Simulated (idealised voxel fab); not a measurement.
Module name: voxel self aligned vias (process module)
Cross-section cut spans 290 nm and uses square cells 5 nm in size.
Just so we're on the same page, the cross-sections are grids of square cells, and they're listed out in bands top to bottom, each band one or more rows deep. Basically the band line says how high the top is and how high the bottom is, in nm, and then what's in it from left to right, every material with its width in nm. Empty space shows up as "blank", and if a single material carries "edge to edge" it runs the full band edge to edge. All heights in this document are referenced to 0, defined as the level beneath which the wafer, as received, consists entirely of one material. The lowest band is not bounded below; it extends indefinitely downward and is written in the form "top 0, no bottom". The notation "30..40" denotes a width that varies across the rows of cells in the band, beginning at the first number in the top row, finishing at the second number in the bottom row, and changing by an identical amount from each row to the next. "no change occurred" for a step: no cell of the cross-section changed in that step. The label "Closed cavity list" introduces a list of the empty spaces, 8 cells or larger, that have no open way up to the top; each entry in it reads width x height at distance, where the distance is taken from the left edge and all three are stated in nm. Read whatever lies past the settings on a step's line as the simulator's own remark about the step. overlay nm: step with mask; distance mask lay right of planned place; negative value = left of planned place. What follows is a series of pairs. Each pair shows a cross-section before one process step and the cross-section after it, and the after view is drawn only down to the lowest band that changed. Beneath each pair is the step that lies between the two, with its settings. Pairs may come from different runs of this module on the same starting wafer, so a pair continues from the one above it only where its entry headed "Before this step" says so.

[Before this step]
> top 0, no bottom  Si edge to edge
> Closed cavity list: none

[Resulting Cross-Section]
> top 15, bottom 0  SiO2 edge to edge
> Anything lower than 0 is untouched.
> Closed cavity list: none
Intermediate step for the cross-sections above: CONFORMAL_DEP,material SiO2,thk nm 15

Before this step: the wafer arrives at this step looking as the after cross-section in the pair just above shows it.

[Resulting Cross-Section]
> top 20, bottom 15  SiCN edge to edge
> Anything lower than 15 is untouched.
> Closed cavity list: none
Intermediate step for the cross-sections above: CONFORMAL_DEP,material SiCN,thk nm 5

Before this step: the wafer arrives at this step looking as the after cross-section in the pair just above shows it.

[Resulting Cross-Section]
> top 50, bottom 20  lowk edge to edge
> Anything lower than 20 is untouched.
> Closed cavity list: none
Intermediate step for the cross-sections above: DIRECTIONAL_DEP,material lowk,thk nm 30

Before this step: the wafer arrives at this step looking as the after cross-section in the pair just above shows it.

[Resulting Cross-Section]
> top 65, bottom 50  aC edge to edge
> Anything lower than 50 is untouched.
> Closed cavity list: none
Intermediate step for the cross-sections above: DIRECTIONAL_DEP,material aC,thk nm 15

Before this step: the wafer arrives at this step looking as the after cross-section in the pair just above shows it.

[Resulting Cross-Section]
> top 100, bottom 65  resist 70 nm | blank 25 nm | resist 35 nm | blank 25 nm | resist 35 nm | blank 25 nm | resist 75 nm
> Anything lower than 65 is untouched.
> Closed cavity list: none
Intermediate step for the cross-sections above: PATTERN,tone open,mask id LINES,material resist,width nm 25,pitch nm 60,thk nm 35,overlay nm 0

Before this step: the wafer arrives at this step looking as the after cross-section in the pair just above shows it.

[Resulting Cross-Section]
> top 85, bottom 65  resist 70 nm | blank 25 nm | resist 35 nm | blank 25 nm | resist 35 nm | blank 25 nm | resist 75 nm
> top 65, bottom 50  aC 70 nm | blank 25 nm | aC 35 nm | blank 25 nm | aC 35 nm | blank 25 nm | aC 75 nm
> Anything lower than 50 is untouched.
> Closed cavity list: none
Intermediate step for the cross-sections above: DIRECTIONAL_ETCH,etch materials aC,depth nm 15

Before this step: the wafer arrives at this step looking as the after cross-section in the pair just above shows it.

[Resulting Cross-Section]
> top 65, bottom 50  aC 70 nm | blank 25 nm | aC 35 nm | blank 25 nm | aC 35 nm | blank 25 nm | aC 75 nm
> Anything lower than 50 is untouched.
> Closed cavity list: none
Intermediate step for the cross-sections above: STRIP,etch materials resist

Before this step: the wafer arrives at this step looking as the after cross-section in the pair just above shows it.

[Resulting Cross-Section]
> top 65, bottom 50  aC 70 nm | blank 25 nm | aC 35 nm | blank 25 nm | aC 35 nm | blank 25 nm | aC 75 nm
> top 50, bottom 20  lowk 70 nm | blank 25 nm | lowk 35 nm | blank 25 nm | lowk 35 nm | blank 25 nm | lowk 75 nm
> Anything lower than 20 is untouched.
> Closed cavity list: none
Intermediate step for the cross-sections above: DIRECTIONAL_ETCH,etch materials lowk,depth nm 30

Before this step: the wafer arrives at this step looking as the after cross-section in the pair just above shows it.

[Resulting Cross-Section]
> top 50, bottom 20  lowk 70 nm | blank 25 nm | lowk 35 nm | blank 25 nm | lowk 35 nm | blank 25 nm | lowk 75 nm
> Anything lower than 20 is untouched.
> Closed cavity list: none
Intermediate step for the cross-sections above: STRIP,etch materials aC

Before this step: the wafer arrives at this step looking as the after cross-section in the pair just above shows it.

[Resulting Cross-Section]
> top 55, bottom 50  TiN 75 nm | blank 15 nm | TiN 45 nm | blank 15 nm | TiN 45 nm | blank 15 nm | TiN 80 nm
> top 50, bottom 25  lowk 70 nm | TiN 5 nm | blank 15 nm | TiN 5 nm | lowk 35 nm | TiN 5 nm | blank 15 nm | TiN 5 nm | lowk 35 nm | TiN 5 nm | blank 15 nm | TiN 5 nm | lowk 75 nm
> top 25, bottom 20  lowk 70 nm | TiN 25 nm | lowk 35 nm | TiN 25 nm | lowk 35 nm | TiN 25 nm | lowk 75 nm
> Anything lower than 20 is untouched.
> Closed cavity list: none
Intermediate step for the cross-sections above: CONFORMAL_DEP,material TiN,thk nm 5

Before this step: the wafer arrives at this step looking as the after cross-section in the pair just above shows it.

[Resulting Cross-Section]
> top 65, bottom 55  W edge to edge
> top 55, bottom 50  TiN 75 nm | W 15 nm | TiN 45 nm | W 15 nm | TiN 45 nm | W 15 nm | TiN 80 nm
> top 50, bottom 25  lowk 70 nm | TiN 5 nm | W 15 nm | TiN 5 nm | lowk 35 nm | TiN 5 nm | W 15 nm | TiN 5 nm | lowk 35 nm | TiN 5 nm | W 15 nm | TiN 5 nm | lowk 75 nm
> Anything lower than 25 is untouched.
> Closed cavity list: none
Intermediate step for the cross-sections above: FILL_DEP,material W,thk nm 10

Before this step: the wafer arrives at this step looking as the after cross-section in the pair just above shows it.

[Resulting Cross-Section]
> top 50, bottom 25  lowk 70 nm | TiN 5 nm | W 15 nm | TiN 5 nm | lowk 35 nm | TiN 5 nm | W 15 nm | TiN 5 nm | lowk 35 nm | TiN 5 nm | W 15 nm | TiN 5 nm | lowk 75 nm
> Anything lower than 25 is untouched.
> Closed cavity list: none
Intermediate step for the cross-sections above: CMP,height nm 50

Before this step: the wafer arrives at this step looking as the after cross-section in the pair just above shows it.

[Resulting Cross-Section]
> top 50, bottom 45  lowk 70 nm | blank 25 nm | lowk 35 nm | blank 25 nm | lowk 35 nm | blank 25 nm | lowk 75 nm
> Anything lower than 45 is untouched.
> Closed cavity list: none
Intermediate step for the cross-sections above: SELECTIVE_ETCH,etch materials W Ru TiN,depth nm 5

Before this step: the wafer arrives at this step looking as the after cross-section in the pair just above shows it.

[Resulting Cross-Section]
> top 60, bottom 50  SiN edge to edge
> top 50, bottom 45  lowk 70 nm | SiN 25 nm | lowk 35 nm | SiN 25 nm | lowk 35 nm | SiN 25 nm | lowk 75 nm
> Anything lower than 45 is untouched.
> Closed cavity list: none
Intermediate step for the cross-sections above: FILL_DEP,material SiN,thk nm 10

Before this step: the wafer arrives at this step looking as the after cross-section in the pair just above shows it.

[Resulting Cross-Section]
> top 50, bottom 45  lowk 70 nm | SiN 25 nm | lowk 35 nm | SiN 25 nm | lowk 35 nm | SiN 25 nm | lowk 75 nm
> Anything lower than 45 is untouched.
> Closed cavity list: none
Intermediate step for the cross-sections above: CMP,height nm 50

Before this step: the wafer arrives at this step looking as the after cross-section in the pair just above shows it.

[Resulting Cross-Section]
> top 65, bottom 50  lowk edge to edge
> Anything lower than 50 is untouched.
> Closed cavity list: none
Intermediate step for the cross-sections above: DIRECTIONAL_DEP,material lowk,thk nm 15

Before this step: the wafer arrives at this step looking as the after cross-section in the pair just above shows it.

[Resulting Cross-Section]
> top 65, bottom 50  lowk 60 nm | blank 45 nm | lowk 15 nm | blank 45 nm | lowk 15 nm | blank 45 nm | lowk 65 nm
> Anything lower than 50 is untouched.
> Closed cavity list: none
Intermediate step for the cross-sections above: MASKED_ETCH,tone open,mask id VIAS,width nm 45,pitch nm 60,etch materials lowk,depth nm 15,overlay nm 0

Before this step: the wafer arrives at this step looking as the after cross-section in the pair just above shows it.

[Resulting Cross-Section]
> top 65, bottom 50  lowk 60 nm | blank 45 nm | lowk 15 nm | blank 45 nm | lowk 15 nm | blank 45 nm | lowk 65 nm
> top 50, bottom 45  lowk 70 nm | blank 25 nm | lowk 35 nm | blank 25 nm | lowk 35 nm | blank 25 nm | lowk 75 nm
> Anything lower than 45 is untouched.
> Closed cavity list: none
Intermediate step for the cross-sections above: MASKED_ETCH,tone open,mask id VIAS,width nm 45,pitch nm 60,etch materials SiN,depth nm 5,overlay nm 0

Before this step: the wafer arrives at this step looking as the after cross-section in the pair just above shows it.

[Resulting Cross-Section]
> top 70, bottom 65  TiN 65 nm | blank 35 nm | TiN 25 nm | blank 35 nm | TiN 25 nm | blank 35 nm | TiN 70 nm
> top 65, bottom 55  lowk 60 nm | TiN 5 nm | blank 35 nm | TiN 5 nm | lowk 15 nm | TiN 5 nm | blank 35 nm | TiN 5 nm | lowk 15 nm | TiN 5 nm | blank 35 nm | TiN 5 nm | lowk 65 nm
> top 55, bottom 50  lowk 60 nm | TiN 15 nm | blank 15 nm | TiN 15 nm | lowk 15 nm | TiN 15 nm | blank 15 nm | TiN 15 nm | lowk 15 nm | TiN 15 nm | blank 15 nm | TiN 15 nm | lowk 65 nm
> top 50, bottom 45  lowk 70 nm | TiN 25 nm | lowk 35 nm | TiN 25 nm | lowk 35 nm | TiN 25 nm | lowk 75 nm
> Anything lower than 45 is untouched.
> Closed cavity list: none
Intermediate step for the cross-sections above: CONFORMAL_DEP,material TiN,thk nm 5

Before this step: the wafer arrives at this step looking as the after cross-section in the pair just above shows it.

[Resulting Cross-Section]
> top 75, bottom 70  Cu edge to edge
> top 70, bottom 65  TiN 65 nm | Cu 35 nm | TiN 25 nm | Cu 35 nm | TiN 25 nm | Cu 35 nm | TiN 70 nm
> top 65, bottom 55  lowk 60 nm | TiN 5 nm | Cu 35 nm | TiN 5 nm | lowk 15 nm | TiN 5 nm | Cu 35 nm | TiN 5 nm | lowk 15 nm | TiN 5 nm | Cu 35 nm | TiN 5 nm | lowk 65 nm
> top 55, bottom 50  lowk 60 nm | TiN 15 nm | Cu 15 nm | TiN 15 nm | lowk 15 nm | TiN 15 nm | Cu 15 nm | TiN 15 nm | lowk 15 nm | TiN 15 nm | Cu 15 nm | TiN 15 nm | lowk 65 nm
> Anything lower than 50 is untouched.
> Closed cavity list: none
Intermediate step for the cross-sections above: FILL_DEP,material Cu,thk nm 5

Before this step: the wafer arrives at this step looking as the after cross-section in the pair just above shows it.

[Resulting Cross-Section]
> top 65, bottom 55  lowk 60 nm | TiN 5 nm | Cu 35 nm | TiN 5 nm | lowk 15 nm | TiN 5 nm | Cu 35 nm | TiN 5 nm | lowk 15 nm | TiN 5 nm | Cu 35 nm | TiN 5 nm | lowk 65 nm
> Anything lower than 55 is untouched.
> Closed cavity list: none
Intermediate step for the cross-sections above: CMP,height nm 65

Before this step: the wafer arrives at this step looking as the after cross-section in the pair just above shows it.

[Resulting Cross-Section]
> top 70, bottom 65  SiCN edge to edge
> Anything lower than 65 is untouched.
> Closed cavity list: none
Intermediate step for the cross-sections above: CONFORMAL_DEP,material SiCN,thk nm 5

[Before this step]
> top 15, bottom 0  SiO2 edge to edge
> top 0, no bottom  Si edge to edge
> Closed cavity list: none

[Resulting Cross-Section]
> top 45, bottom 15  lowk edge to edge
> Anything lower than 15 is untouched.
> Closed cavity list: none
Intermediate step for the cross-sections above: DIRECTIONAL_DEP,material lowk,thk nm 30

Before this step: the wafer arrives at this step looking as the after cross-section in the pair just above shows it.

[Resulting Cross-Section]
> top 60, bottom 45  aC edge to edge
> Anything lower than 45 is untouched.
> Closed cavity list: none
Intermediate step for the cross-sections above: DIRECTIONAL_DEP,material aC,thk nm 15

Before this step: the wafer arrives at this step looking as the after cross-section in the pair just above shows it.

[Resulting Cross-Section]
> top 95, bottom 60  resist 70 nm | blank 25 nm | resist 35 nm | blank 25 nm | resist 35 nm | blank 25 nm | resist 75 nm
> Anything lower than 60 is untouched.
> Closed cavity list: none
Intermediate step for the cross-sections above: PATTERN,tone open,mask id LINES,material resist,width nm 25,pitch nm 60,thk nm 35,overlay nm 0

Before this step: the wafer arrives at this step looking as the after cross-section in the pair just above shows it.

[Resulting Cross-Section]
> top 80, bottom 60  resist 70 nm | blank 25 nm | resist 35 nm | blank 25 nm | resist 35 nm | blank 25 nm | resist 75 nm
> top 60, bottom 45  aC 70 nm | blank 25 nm | aC 35 nm | blank 25 nm | aC 35 nm | blank 25 nm | aC 75 nm
> Anything lower than 45 is untouched.
> Closed cavity list: none
Intermediate step for the cross-sections above: DIRECTIONAL_ETCH,etch materials aC,depth nm 15

Before this step: the wafer arrives at this step looking as the after cross-section in the pair just above shows it.

[Resulting Cross-Section]
> top 60, bottom 45  aC 70 nm | blank 25 nm | aC 35 nm | blank 25 nm | aC 35 nm | blank 25 nm | aC 75 nm
> Anything lower than 45 is untouched.
> Closed cavity list: none
Intermediate step for the cross-sections above: STRIP,etch materials resist

Before this step: the wafer arrives at this step looking as the after cross-section in the pair just above shows it.

[Resulting Cross-Section]
> top 60, bottom 45  aC 70 nm | blank 25 nm | aC 35 nm | blank 25 nm | aC 35 nm | blank 25 nm | aC 75 nm
> top 45, bottom 15  lowk 70 nm | blank 25 nm | lowk 35 nm | blank 25 nm | lowk 35 nm | blank 25 nm | lowk 75 nm
> Anything lower than 15 is untouched.
> Closed cavity list: none
Intermediate step for the cross-sections above: DIRECTIONAL_ETCH,etch materials lowk,depth nm 30

Before this step: the wafer arrives at this step looking as the after cross-section in the pair just above shows it.

[Resulting Cross-Section]
> top 45, bottom 15  lowk 70 nm | blank 25 nm | lowk 35 nm | blank 25 nm | lowk 35 nm | blank 25 nm | lowk 75 nm
> Anything lower than 15 is untouched.
> Closed cavity list: none
Intermediate step for the cross-sections above: STRIP,etch materials aC

Before this step: the wafer arrives at this step looking as the after cross-section in the pair just above shows it.

[Resulting Cross-Section]
> top 50, bottom 45  TiN 75 nm | blank 15 nm | TiN 45 nm | blank 15 nm | TiN 45 nm | blank 15 nm | TiN 80 nm
> top 45, bottom 20  lowk 70 nm | TiN 5 nm | blank 15 nm | TiN 5 nm | lowk 35 nm | TiN 5 nm | blank 15 nm | TiN 5 nm | lowk 35 nm | TiN 5 nm | blank 15 nm | TiN 5 nm | lowk 75 nm
> top 20, bottom 15  lowk 70 nm | TiN 25 nm | lowk 35 nm | TiN 25 nm | lowk 35 nm | TiN 25 nm | lowk 75 nm
> Anything lower than 15 is untouched.
> Closed cavity list: none
Intermediate step for the cross-sections above: CONFORMAL_DEP,material TiN,thk nm 5

Before this step: the wafer arrives at this step looking as the after cross-section in the pair just above shows it.

[Resulting Cross-Section]
> top 60, bottom 50  W edge to edge
> top 50, bottom 45  TiN 75 nm | W 15 nm | TiN 45 nm | W 15 nm | TiN 45 nm | W 15 nm | TiN 80 nm
> top 45, bottom 20  lowk 70 nm | TiN 5 nm | W 15 nm | TiN 5 nm | lowk 35 nm | TiN 5 nm | W 15 nm | TiN 5 nm | lowk 35 nm | TiN 5 nm | W 15 nm | TiN 5 nm | lowk 75 nm
> Anything lower than 20 is untouched.
> Closed cavity list: none
Intermediate step for the cross-sections above: FILL_DEP,material W,thk nm 10

Before this step: the wafer arrives at this step looking as the after cross-section in the pair just above shows it.

[Resulting Cross-Section]
> top 50, bottom 45  TiN 75 nm | W 15 nm | TiN 45 nm | W 15 nm | TiN 45 nm | W 15 nm | TiN 80 nm
> Anything lower than 45 is untouched.
> Closed cavity list: none
Intermediate step for the cross-sections above: CMP,height nm 50

Before this step: the wafer arrives at this step looking as the after cross-section in the pair just above shows it.

[Resulting Cross-Section]
> top 45, bottom 20  lowk 70 nm | TiN 5 nm | W 15 nm | TiN 5 nm | lowk 35 nm | TiN 5 nm | W 15 nm | TiN 5 nm | lowk 35 nm | TiN 5 nm | W 15 nm | TiN 5 nm | lowk 75 nm
> Anything lower than 20 is untouched.
> Closed cavity list: none
Intermediate step for the cross-sections above: SELECTIVE_ETCH,etch materials W Ru TiN,depth nm 5

Before this step: the wafer arrives at this step looking as the after cross-section in the pair just above shows it.

[Resulting Cross-Section]
> top 55, bottom 45  SiN edge to edge
> Anything lower than 45 is untouched.
> Closed cavity list: none
Intermediate step for the cross-sections above: FILL_DEP,material SiN,thk nm 10

Before this step: the wafer arrives at this step looking as the after cross-section in the pair just above shows it.

[Resulting Cross-Section]
> top 50, bottom 45  SiN edge to edge
> Anything lower than 45 is untouched.
> Closed cavity list: none
Intermediate step for the cross-sections above: CMP,height nm 50

Before this step: the wafer arrives at this step looking as the after cross-section in the pair just above shows it.

[Resulting Cross-Section]
> top 65, bottom 50  lowk edge to edge
> Anything lower than 50 is untouched.
> Closed cavity list: none
Intermediate step for the cross-sections above: DIRECTIONAL_DEP,material lowk,thk nm 15

Before this step: the wafer arrives at this step looking as the after cross-section in the pair just above shows it.

[Resulting Cross-Section]
> top 65, bottom 50  lowk 60 nm | blank 45 nm | lowk 15 nm | blank 45 nm | lowk 15 nm | blank 45 nm | lowk 65 nm
> Anything lower than 50 is untouched.
> Closed cavity list: none
Intermediate step for the cross-sections above: MASKED_ETCH,tone open,mask id VIAS,width nm 45,pitch nm 60,etch materials lowk,depth nm 15,overlay nm 0

Before this step: the wafer arrives at this step looking as the after cross-section in the pair just above shows it.

[Resulting Cross-Section]
> top 65, bottom 50  lowk 60 nm | blank 45 nm | lowk 15 nm | blank 45 nm | lowk 15 nm | blank 45 nm | lowk 65 nm
> top 50, bottom 45  SiN 60 nm | blank 45 nm | SiN 15 nm | blank 45 nm | SiN 15 nm | blank 45 nm | SiN 65 nm
> Anything lower than 45 is untouched.
> Closed cavity list: none
Intermediate step for the cross-sections above: MASKED_ETCH,tone open,mask id VIAS,width nm 45,pitch nm 60,etch materials SiN,depth nm 5,overlay nm 0

Before this step: the wafer arrives at this step looking as the after cross-section in the pair just above shows it.

[Resulting Cross-Section]
> top 70, bottom 65  TiN 65 nm | blank 35 nm | TiN 25 nm | blank 35 nm | TiN 25 nm | blank 35 nm | TiN 70 nm
> top 65, bottom 50  lowk 60 nm | TiN 5 nm | blank 35 nm | TiN 5 nm | lowk 15 nm | TiN 5 nm | blank 35 nm | TiN 5 nm | lowk 15 nm | TiN 5 nm | blank 35 nm | TiN 5 nm | lowk 65 nm
> top 50, bottom 45  SiN 60 nm | TiN 45 nm | SiN 15 nm | TiN 45 nm | SiN 15 nm | TiN 45 nm | SiN 65 nm
> Anything lower than 45 is untouched.
> Closed cavity list: none
Intermediate step for the cross-sections above: CONFORMAL_DEP,material TiN,thk nm 5

Before this step: the wafer arrives at this step looking as the after cross-section in the pair just above shows it.

[Resulting Cross-Section]
> top 75, bottom 70  Cu edge to edge
> top 70, bottom 65  TiN 65 nm | Cu 35 nm | TiN 25 nm | Cu 35 nm | TiN 25 nm | Cu 35 nm | TiN 70 nm
> top 65, bottom 50  lowk 60 nm | TiN 5 nm | Cu 35 nm | TiN 5 nm | lowk 15 nm | TiN 5 nm | Cu 35 nm | TiN 5 nm | lowk 15 nm | TiN 5 nm | Cu 35 nm | TiN 5 nm | lowk 65 nm
> Anything lower than 50 is untouched.
> Closed cavity list: none
Intermediate step for the cross-sections above: FILL_DEP,material Cu,thk nm 5

Before this step: the wafer arrives at this step looking as the after cross-section in the pair just above shows it.

[Resulting Cross-Section]
> top 65, bottom 50  lowk 60 nm | TiN 5 nm | Cu 35 nm | TiN 5 nm | lowk 15 nm | TiN 5 nm | Cu 35 nm | TiN 5 nm | lowk 15 nm | TiN 5 nm | Cu 35 nm | TiN 5 nm | lowk 65 nm
> Anything lower than 50 is untouched.
> Closed cavity list: none
Intermediate step for the cross-sections above: CMP,height nm 65

Before this step: the wafer arrives at this step looking as the after cross-section in the pair just above shows it.

[Resulting Cross-Section]
> top 70, bottom 65  SiCN edge to edge
> Anything lower than 65 is untouched.
> Closed cavity list: none
Intermediate step for the cross-sections above: CONFORMAL_DEP,material SiCN,thk nm 5

[Before this step]
> top 65, bottom 50  lowk 60 nm | blank 45 nm | lowk 15 nm | blank 45 nm | lowk 15 nm | blank 45 nm | lowk 65 nm
> top 50, bottom 45  lowk 70 nm | SiN 25 nm | lowk 35 nm | SiN 25 nm | lowk 35 nm | SiN 25 nm | lowk 75 nm
> top 45, bottom 25  lowk 70 nm | TiN 5 nm | W 15 nm | TiN 5 nm | lowk 35 nm | TiN 5 nm | W 15 nm | TiN 5 nm | lowk 35 nm | TiN 5 nm | W 15 nm | TiN 5 nm | lowk 75 nm
> top 25, bottom 20  lowk 70 nm | TiN 25 nm | lowk 35 nm | TiN 25 nm | lowk 35 nm | TiN 25 nm | lowk 75 nm
> top 20, bottom 15  SiCN edge to edge
> top 15, bottom 0  SiO2 edge to edge
> top 0, no bottom  Si edge to edge
> Closed cavity list: none

[Resulting Cross-Section]
> top 65, bottom 50  lowk 60 nm | blank 45 nm | lowk 15 nm | blank 45 nm | lowk 15 nm | blank 45 nm | lowk 65 nm
> top 50, bottom 45  lowk 60 nm | blank 10 nm | SiN 25 nm | blank 10 nm | lowk 15 nm | blank 10 nm | SiN 25 nm | blank 10 nm | lowk 15 nm | blank 10 nm | SiN 25 nm | blank 10 nm | lowk 65 nm
> top 45, bottom 35  lowk 60 nm | blank 10 nm | TiN 5 nm | W 15 nm | TiN 5 nm | blank 10 nm | lowk 15 nm | blank 10 nm | TiN 5 nm | W 15 nm | TiN 5 nm | blank 10 nm | lowk 15 nm | blank 10 nm | TiN 5 nm | W 15 nm | TiN 5 nm | blank 10 nm | lowk 65 nm
> Anything lower than 35 is untouched.
> Closed cavity list: none
Intermediate step for the cross-sections above: MASKED_ETCH,tone open,mask id VIAS,width nm 45,pitch nm 60,etch materials lowk,depth nm 15,overlay nm 0

Before this step: the wafer arrives at this step looking as the after cross-section in the pair just above shows it.

[Resulting Cross-Section]
> top 65, bottom 45  lowk 60 nm | blank 45 nm | lowk 15 nm | blank 45 nm | lowk 15 nm | blank 45 nm | lowk 65 nm
> Anything lower than 45 is untouched.
> Closed cavity list: none
Intermediate step for the cross-sections above: MASKED_ETCH,tone open,mask id VIAS,width nm 45,pitch nm 60,etch materials SiN,depth nm 5,overlay nm 0

Before this step: the wafer arrives at this step looking as the after cross-section in the pair just above shows it.

[Resulting Cross-Section]
> top 70, bottom 65  TiN 65 nm | blank 35 nm | TiN 25 nm | blank 35 nm | TiN 25 nm | blank 35 nm | TiN 70 nm
> top 65, bottom 50  lowk 60 nm | TiN 5 nm | blank 35 nm | TiN 5 nm | lowk 15 nm | TiN 5 nm | blank 35 nm | TiN 5 nm | lowk 15 nm | TiN 5 nm | blank 35 nm | TiN 5 nm | lowk 65 nm
> top 50, bottom 45  lowk 60 nm | TiN 45 nm | lowk 15 nm | TiN 45 nm | lowk 15 nm | TiN 45 nm | lowk 65 nm
> top 45, bottom 35  lowk 60 nm | TiN 15 nm | W 15 nm | TiN 15 nm | lowk 15 nm | TiN 15 nm | W 15 nm | TiN 15 nm | lowk 15 nm | TiN 15 nm | W 15 nm | TiN 15 nm | lowk 65 nm
> Anything lower than 35 is untouched.
> Closed cavity list: none
Intermediate step for the cross-sections above: CONFORMAL_DEP,material TiN,thk nm 5

Before this step: the wafer arrives at this step looking as the after cross-section in the pair just above shows it.

[Resulting Cross-Section]
> top 75, bottom 70  Cu edge to edge
> top 70, bottom 65  TiN 65 nm | Cu 35 nm | TiN 25 nm | Cu 35 nm | TiN 25 nm | Cu 35 nm | TiN 70 nm
> top 65, bottom 50  lowk 60 nm | TiN 5 nm | Cu 35 nm | TiN 5 nm | lowk 15 nm | TiN 5 nm | Cu 35 nm | TiN 5 nm | lowk 15 nm | TiN 5 nm | Cu 35 nm | TiN 5 nm | lowk 65 nm
> Anything lower than 50 is untouched.
> Closed cavity list: none
Intermediate step for the cross-sections above: FILL_DEP,material Cu,thk nm 5

Before this step: the wafer arrives at this step looking as the after cross-section in the pair just above shows it.

[Resulting Cross-Section]
> top 65, bottom 50  lowk 60 nm | TiN 5 nm | Cu 35 nm | TiN 5 nm | lowk 15 nm | TiN 5 nm | Cu 35 nm | TiN 5 nm | lowk 15 nm | TiN 5 nm | Cu 35 nm | TiN 5 nm | lowk 65 nm
> Anything lower than 50 is untouched.
> Closed cavity list: none
Intermediate step for the cross-sections above: CMP,height nm 65

Before this step: the wafer arrives at this step looking as the after cross-section in the pair just above shows it.

[Resulting Cross-Section]
> top 70, bottom 65  SiCN edge to edge
> Anything lower than 65 is untouched.
> Closed cavity list: none
Intermediate step for the cross-sections above: CONFORMAL_DEP,material SiCN,thk nm 5

[Before this step]
> top 45, bottom 15  lowk edge to edge
> top 15, bottom 0  SiO2 edge to edge
> top 0, no bottom  Si edge to edge
> Closed cavity list: none

[Resulting Cross-Section]
> top 50, bottom 45  SiCN edge to edge
> Anything lower than 45 is untouched.
> Closed cavity list: none
Intermediate step for the cross-sections above: CONFORMAL_DEP,material SiCN,thk nm 5

Before this step: the wafer arrives at this step looking as the after cross-section in the pair just above shows it.

[Resulting Cross-Section]
> top 65, bottom 50  aC edge to edge
> Anything lower than 50 is untouched.
> Closed cavity list: none
Intermediate step for the cross-sections above: DIRECTIONAL_DEP,material aC,thk nm 15

Before this step: the wafer arrives at this step looking as the after cross-section in the pair just above shows it.

[Resulting Cross-Section]
> top 100, bottom 65  resist 70 nm | blank 25 nm | resist 35 nm | blank 25 nm | resist 35 nm | blank 25 nm | resist 75 nm
> Anything lower than 65 is untouched.
> Closed cavity list: none
Intermediate step for the cross-sections above: PATTERN,tone open,mask id LINES,material resist,width nm 25,pitch nm 60,thk nm 35,overlay nm 0

Before this step: the wafer arrives at this step looking as the after cross-section in the pair just above shows it.

[Resulting Cross-Section]
> top 85, bottom 65  resist 70 nm | blank 25 nm | resist 35 nm | blank 25 nm | resist 35 nm | blank 25 nm | resist 75 nm
> top 65, bottom 50  aC 70 nm | blank 25 nm | aC 35 nm | blank 25 nm | aC 35 nm | blank 25 nm | aC 75 nm
> Anything lower than 50 is untouched.
> Closed cavity list: none
Intermediate step for the cross-sections above: DIRECTIONAL_ETCH,etch materials aC,depth nm 15

Before this step: the wafer arrives at this step looking as the after cross-section in the pair just above shows it.

[Resulting Cross-Section]
> top 65, bottom 50  aC 70 nm | blank 25 nm | aC 35 nm | blank 25 nm | aC 35 nm | blank 25 nm | aC 75 nm
> Anything lower than 50 is untouched.
> Closed cavity list: none
Intermediate step for the cross-sections above: STRIP,etch materials resist

Before this step: the wafer arrives at this step looking as the after cross-section in the pair just above shows it.

[Resulting Cross-Section]
> top 50, bottom 45  SiCN edge to edge
> Anything lower than 45 is untouched.
> Closed cavity list: none
Intermediate step for the cross-sections above: STRIP,etch materials aC

Before this step: the wafer arrives at this step looking as the after cross-section in the pair just above shows it.

[Resulting Cross-Section]
> top 55, bottom 50  TiN edge to edge
> Anything lower than 50 is untouched.
> Closed cavity list: none
Intermediate step for the cross-sections above: CONFORMAL_DEP,material TiN,thk nm 5

Before this step: the wafer arrives at this step looking as the after cross-section in the pair just above shows it.

[Resulting Cross-Section]
> top 65, bottom 55  W edge to edge
> Anything lower than 55 is untouched.
> Closed cavity list: none
Intermediate step for the cross-sections above: FILL_DEP,material W,thk nm 10

Before this step: the wafer arrives at this step looking as the after cross-section in the pair just above shows it.

[Resulting Cross-Section]
> top 50, bottom 45  SiCN edge to edge
> Anything lower than 45 is untouched.
> Closed cavity list: none
Intermediate step for the cross-sections above: CMP,height nm 50

Before this step: the wafer arrives at this step looking as the after cross-section in the pair just above shows it.

[Resulting Cross-Section]
> top 60, bottom 50  SiN edge to edge
> Anything lower than 50 is untouched.
> Closed cavity list: none
Intermediate step for the cross-sections above: FILL_DEP,material SiN,thk nm 10

Before this step: the wafer arrives at this step looking as the after cross-section in the pair just above shows it.

[Resulting Cross-Section]
> top 50, bottom 45  SiCN edge to edge
> Anything lower than 45 is untouched.
> Closed cavity list: none
Intermediate step for the cross-sections above: CMP,height nm 50

Before this step: the wafer arrives at this step looking as the after cross-section in the pair just above shows it.

[Resulting Cross-Section]
> top 65, bottom 50  lowk edge to edge
> Anything lower than 50 is untouched.
> Closed cavity list: none
Intermediate step for the cross-sections above: DIRECTIONAL_DEP,material lowk,thk nm 15

Before this step: the wafer arrives at this step looking as the after cross-section in the pair just above shows it.

[Resulting Cross-Section]
> top 65, bottom 50  lowk 60 nm | blank 45 nm | lowk 15 nm | blank 45 nm | lowk 15 nm | blank 45 nm | lowk 65 nm
> Anything lower than 50 is untouched.
> Closed cavity list: none
Intermediate step for the cross-sections above: MASKED_ETCH,tone open,mask id VIAS,width nm 45,pitch nm 60,etch materials lowk,depth nm 15,overlay nm 0

Before this step: the wafer arrives at this step looking as the after cross-section in the pair just above shows it.

[Resulting Cross-Section]
> top 70, bottom 65  TiN 65 nm | blank 35 nm | TiN 25 nm | blank 35 nm | TiN 25 nm | blank 35 nm | TiN 70 nm
> top 65, bottom 55  lowk 60 nm | TiN 5 nm | blank 35 nm | TiN 5 nm | lowk 15 nm | TiN 5 nm | blank 35 nm | TiN 5 nm | lowk 15 nm | TiN 5 nm | blank 35 nm | TiN 5 nm | lowk 65 nm
> top 55, bottom 50  lowk 60 nm | TiN 45 nm | lowk 15 nm | TiN 45 nm | lowk 15 nm | TiN 45 nm | lowk 65 nm
> Anything lower than 50 is untouched.
> Closed cavity list: none
Intermediate step for the cross-sections above: CONFORMAL_DEP,material TiN,thk nm 5

Before this step: the wafer arrives at this step looking as the after cross-section in the pair just above shows it.

[Resulting Cross-Section]
> top 75, bottom 70  Cu edge to edge
> top 70, bottom 65  TiN 65 nm | Cu 35 nm | TiN 25 nm | Cu 35 nm | TiN 25 nm | Cu 35 nm | TiN 70 nm
> top 65, bottom 55  lowk 60 nm | TiN 5 nm | Cu 35 nm | TiN 5 nm | lowk 15 nm | TiN 5 nm | Cu 35 nm | TiN 5 nm | lowk 15 nm | TiN 5 nm | Cu 35 nm | TiN 5 nm | lowk 65 nm
> Anything lower than 55 is untouched.
> Closed cavity list: none
Intermediate step for the cross-sections above: FILL_DEP,material Cu,thk nm 5
